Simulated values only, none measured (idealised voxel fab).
Module name: voxel spacer lines (process module)
For reference, the cross-section in this document is cut, with width 220 nm and square cells of 5 nm.
Cross-section layout: square cells on a grid; listed as bands, top to bottom; a band spans one or more cell rows. Read a band's entry like this: the first values are the height of its top and the height of its bottom in nm, and what follows is the sequence of materials from left to right, each with its width in nm. Note that "blank" is empty space, and that a single material marked "all across" reaches across the band from edge to edge. Heights are reckoned from 0. Under this level, the received wafer is all of one material. The bottommost band is open-ended downward, for example "0..down". So if you see something like "30->40" for the width, read it as the top row of the band sitting at the first number and the bottom row at the second, with every row in between moving by the same amount as the last. "nothing changed", as given for a step, is the statement that not any cell of the cross-section underwent a change during that step. "Sealed voids" - sealed voids, min. 8 cells, no opening to top; format: width x height at distance (distance from left edge; nm throughout). Note: text after step settings on the step line = simulator remark on that step. You can add "overlay nm" to a step's line. For a step with a mask, it describes how far the mask lay to the right of its planned position, and a negative number describes a lay to the left.
# Listed below are the process steps as planned
- 1: RECEIVE,material Si
- 2: CONFORMAL_DEP,material Al2O3,thk nm 5
- 3: DIRECTIONAL_DEP,material SiN,thk nm 15
- 4: DIRECTIONAL_DEP,material polySi,thk nm 25
- 5: PATTERN,tone cover,mask id MANDREL,material resist,width nm 20,pitch nm 70,thk nm 35,overlay nm 0
- 6: DIRECTIONAL_ETCH,etch materials polySi,depth nm 25
- 7: STRIP,etch materials resist
- 8: CONFORMAL_DEP,material SiO2,thk nm 15
- 9: DIRECTIONAL_ETCH,etch materials SiO2,depth nm 15
- 10: STRIP,etch materials polySi
- 11: DIRECTIONAL_ETCH,etch materials SiN,depth nm 15
- 12: STRIP,etch materials SiO2
- 13: FILL_DEP,material lowk,thk nm 10
- 14: CMP,height nm 20
# First of two wafers, with the run carried out as planned
# as received, after step 1
  0..down  Si all across
  Sealed voids: none
# Step 2 complete: cross-section through the wafer
  5..0  Al2O3 all across
  Anything lower than 0 is untouched.
# Step 3 complete: cross-section through the wafer
  20..5  SiN all across
  Anything lower than 5 is untouched.
# Step 4 complete: cross-section through the wafer
  45..20  polySi all across
  Anything lower than 20 is untouched.
# Step 5 complete: cross-section through the wafer
  80..45  blank (65), then resist (20), then blank (50), then resist (20), then blank (65)
  Anything lower than 45 is untouched.
# Step 6 complete: cross-section through the wafer
  80..45  blank (65), then resist (20), then blank (50), then resist (20), then blank (65)
  45..20  blank (65), then polySi (20), then blank (50), then polySi (20), then blank (65)
  Anything lower than 20 is untouched.
# Step 7 complete: cross-section through the wafer
  45..20  blank (65), then polySi (20), then blank (50), then polySi (20), then blank (65)
  Anything lower than 20 is untouched.
# Step 8 complete: cross-section through the wafer
  60..45  blank (50), then SiO2 (50), then blank (20), then SiO2 (50), then blank (50)
  45..35  blank (50), then SiO2 (15), then polySi (20), then SiO2 (15), then blank (20), then SiO2 (15), then polySi (20), then SiO2 (15), then blank (50)
  35..20  SiO2 (65), then polySi (20), then SiO2 (50), then polySi (20), then SiO2 (65)
  Anything lower than 20 is untouched.
# Step 9 complete: cross-section through the wafer
  45..20  blank (50), then SiO2 (15), then polySi (20), then SiO2 (15), then blank (20), then SiO2 (15), then polySi (20), then SiO2 (15), then blank (50)
  Anything lower than 20 is untouched.
# Step 10 complete: cross-section through the wafer
  45..20  blank (50), then SiO2 (15), then blank (20), then SiO2 (15), then blank (20), then SiO2 (15), then blank (20), then SiO2 (15), then blank (50)
  Anything lower than 20 is untouched.
# Step 11 complete: cross-section through the wafer
  45..20  blank (50), then SiO2 (15), then blank (20), then SiO2 (15), then blank (20), then SiO2 (15), then blank (20), then SiO2 (15), then blank (50)
  20..5  blank (50), then SiN (15), then blank (20), then SiN (15), then blank (20), then SiN (15), then blank (20), then SiN (15), then blank (50)
  Anything lower than 5 is untouched.
# Step 12 complete: cross-section through the wafer
  20..5  blank (50), then SiN (15), then blank (20), then SiN (15), then blank (20), then SiN (15), then blank (20), then SiN (15), then blank (50)
  Anything lower than 5 is untouched.
# Step 13 complete: cross-section through the wafer
  30..20  lowk all across
  20..5  lowk (50), then SiN (15), then lowk (20), then SiN (15), then lowk (20), then SiN (15), then lowk (20), then SiN (15), then lowk (50)
  Anything lower than 5 is untouched.
# Step 14 complete: cross-section through the wafer
  20..5  lowk (50), then SiN (15), then lowk (20), then SiN (15), then lowk (20), then SiN (15), then lowk (20), then SiN (15), then lowk (50)
  Anything lower than 5 is untouched.
# The second wafer was prepared from the same starting point and under the same plan as the first; its processing contained one mistake, and it remains indistinguishable from the first wafer up to and including step 2
# Cross-sectional view of the second wafer at the intended end time of process step 3
  30..5  polySi all across
  Anything lower than 5 is untouched.
# Cross-sectional view of the second wafer at the intended end time of process step 4
  45..30  SiN all across
  Anything lower than 30 is untouched.
# Cross-sectional view of the second wafer at the intended end time of process step 5
  80..45  blank (65), then resist (20), then blank (50), then resist (20), then blank (65)
  Anything lower than 45 is untouched.
Cross-sectional view of the second wafer at the intended end time of process step 6: nothing changed
# Cross-sectional view of the second wafer at the intended end time of process step 7
  45..30  SiN all across
  Anything lower than 30 is untouched.
# Cross-sectional view of the second wafer at the intended end time of process step 8
  60..45  SiO2 all across
  Anything lower than 45 is untouched.
# Cross-sectional view of the second wafer at the intended end time of process step 9
  45..30  SiN all across
  Anything lower than 30 is untouched.
Cross-sectional view of the second wafer at the intended end time of process step 10: nothing changed
# Cross-sectional view of the second wafer at the intended end time of process step 11
  30..5  polySi all across
  Anything lower than 5 is untouched.
Cross-sectional view of the second wafer at the intended end time of process step 12: nothing changed
# Cross-sectional view of the second wafer at the intended end time of process step 13
  40..30  lowk all across
  Anything lower than 30 is untouched.
# Cross-sectional view of the second wafer at the intended end time of process step 14
  20..5  polySi all across
  Anything lower than 5 is untouched.
Heads up, the wafer didn't run the way we planned it: deviation from plan: step 4 and step 3 executed in one another's positions
Wafer comparison, final, in cells, second relative to first, materials more or fewer: 36 fewer of SiN | 96 fewer of lowk | 132 more of polySi
